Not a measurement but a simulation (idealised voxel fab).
The process module that follows is named voxel fin reveal.
235 nm wide, 5 nm square cells: that's cross-section cut.
Cross-section spec: square-cell grid; bands listed top down; each band is one or more rows. In this notation a band is specified by the heights of its top and bottom, in that order and in nm, after which its materials appear from left to right, each paired with its width in nm. The word "everywhere" attached to a single material means that material fills the band from edge to edge; the word "empty" stands for empty space. We count height from 0. Below that, the starting wafer is all one material. The lowest band never ends at the bottom but goes on down; see "0 and below" for how that is written. When a width is written as two numbers, as in "30 to 40", the first number is the width in the top row of cells of the band and the second is the width in its bottom row, and the width changes by the same amount from each row to the next. Basically "no alterations made" means that step didn't change any cell in the cross-section. In the "Voids lacking openings" entry, you get each enclosed empty space of 8 cells or more, one with no open way to the top, written width x height at distance, distance from the left edge, in nm. What comes after the settings on a step's line is commentary from the simulator itself on that step. The setting "overlay nm" may be written on the line of a step. When the step uses a mask, the value reports how far to the right of the planned place the mask lay, and a negative value reports that it lay to the left.
[Here's what the planned process steps look like]
1) RECEIVE,material Si
2) CONFORMAL_DEP,material SiN,thk nm 5
3) PATTERN,tone cover,mask id FINS,material resist,width nm 15,pitch nm 35,thk nm 15,overlay nm 0
4) DIRECTIONAL_ETCH,etch materials SiN,depth nm 5
5) DIRECTIONAL_ETCH,etch materials Si,depth nm 30
6) STRIP,etch materials resist
7) OXIDIZE,depth nm 5
8) FILL_DEP,material SiO2,thk nm 10
9) CMP,height nm 5
10) SELECTIVE_ETCH,etch materials SiO2,depth nm 15
11) STRIP,etch materials SiN
12) CONFORMAL_DEP,material SiO2,thk nm 5
[Below: the first of two wafers, run as planned]
[Here's what the wafer looked like in cross-section when it arrived - that's after step 1]
0 and below | Si everywhere
Voids lacking openings: none
[So this is the wafer cross-section right after step 2]
5 down to 0 | SiN everywhere
Below 0, no change.
[So this is the wafer cross-section right after step 3]
20 down to 5 | empty: 90  resist: 15  empty: 20  resist: 15  empty: 95
Below 5, no change.
[So this is the wafer cross-section right after step 4]
20 down to 5 | empty: 90  resist: 15  empty: 20  resist: 15  empty: 95
5 down to 0 | empty: 90  SiN: 15  empty: 20  SiN: 15  empty: 95
Below 0, no change.
[So this is the wafer cross-section right after step 5]
20 down to 5 | empty: 90  resist: 15  empty: 20  resist: 15  empty: 95
5 down to 0 | empty: 90  SiN: 15  empty: 20  SiN: 15  empty: 95
0 down to -30 | empty: 90  Si: 15  empty: 20  Si: 15  empty: 95
Below -30, no change.
[So this is the wafer cross-section right after step 6]
5 down to 0 | empty: 90  SiN: 15  empty: 20  SiN: 15  empty: 95
Below 0, no change.
[So this is the wafer cross-section right after step 7]
5 down to 0 | empty: 90  SiN: 15  empty: 20  SiN: 15  empty: 95
0 down to -30 | empty: 90  SiO2: 5  Si: 5  SiO2: 5  empty: 20  SiO2: 5  Si: 5  SiO2: 5  empty: 95
-30 down to -35 | SiO2: 95  Si: 5  SiO2: 30  Si: 5  SiO2: 100
Below -35, no change.
[So this is the wafer cross-section right after step 8]
15 down to 5 | SiO2 everywhere
5 down to 0 | SiO2: 90  SiN: 15  SiO2: 20  SiN: 15  SiO2: 95
0 down to -35 | SiO2: 95  Si: 5  SiO2: 30  Si: 5  SiO2: 100
Below -35, no change.
[So this is the wafer cross-section right after step 9]
5 down to 0 | SiO2: 90  SiN: 15  SiO2: 20  SiN: 15  SiO2: 95
Below 0, no change.
[So this is the wafer cross-section right after step 10]
5 down to 0 | empty: 90  SiN: 15  empty: 20  SiN: 15  empty: 95
0 down to -10 | empty: 95  Si: 5  empty: 30  Si: 5  empty: 100
Below -10, no change.
[So this is the wafer cross-section right after step 11]
0 down to -10 | empty: 95  Si: 5  empty: 30  Si: 5  empty: 100
Below -10, no change.
[So this is the wafer cross-section right after step 12]
5 down to 0 | empty: 90  SiO2: 15  empty: 20  SiO2: 15  empty: 95
0 down to -5 | empty: 90  SiO2: 5  Si: 5  SiO2: 5  empty: 20  SiO2: 5  Si: 5  SiO2: 5  empty: 95
-5 down to -35 | SiO2: 95  Si: 5  SiO2: 30  Si: 5  SiO2: 100
Below -35, no change.
[Regarding the second of the two wafers: it shared the first wafer's starting condition and process plan, yet one error occurred during its execution. Its history coincides with that of the first wafer up to and including step 9]
[Cross-section of the second wafer at the time by which step 10 should have been completed according to the plan]
5 down to 0 | SiO2: 90  empty: 15  SiO2: 20  empty: 15  SiO2: 95
Below 0, no change.
[Cross-section of the second wafer at the time by which step 11 should have been completed according to the plan]
0 down to -10 | empty: 95  Si: 5  empty: 30  Si: 5  empty: 100
-10 down to -15 | SiO2: 75  empty: 20  Si: 5  empty: 30  Si: 5  empty: 20  SiO2: 80
Below -15, no change.
[Cross-section of the second wafer at the time by which step 12 should have been completed according to the plan]
5 down to 0 | empty: 90  SiO2: 15  empty: 20  SiO2: 15  empty: 95
0 down to -5 | empty: 90  SiO2: 5  Si: 5  SiO2: 5  empty: 20  SiO2: 5  Si: 5  SiO2: 5  empty: 95
-5 down to -10 | SiO2: 80  empty: 10  SiO2: 5  Si: 5  SiO2: 5  empty: 20  SiO2: 5  Si: 5  SiO2: 5  empty: 10  SiO2: 85
-10 down to -35 | SiO2: 95  Si: 5  SiO2: 30  Si: 5  SiO2: 100
Below -35, no change.
The mistake made against the process plan was this: swap of plan steps 10 and 11 during execution
Counted in cells at the end, the second wafer holds more or fewer of these materials than the first: SiO2: 8 fewer
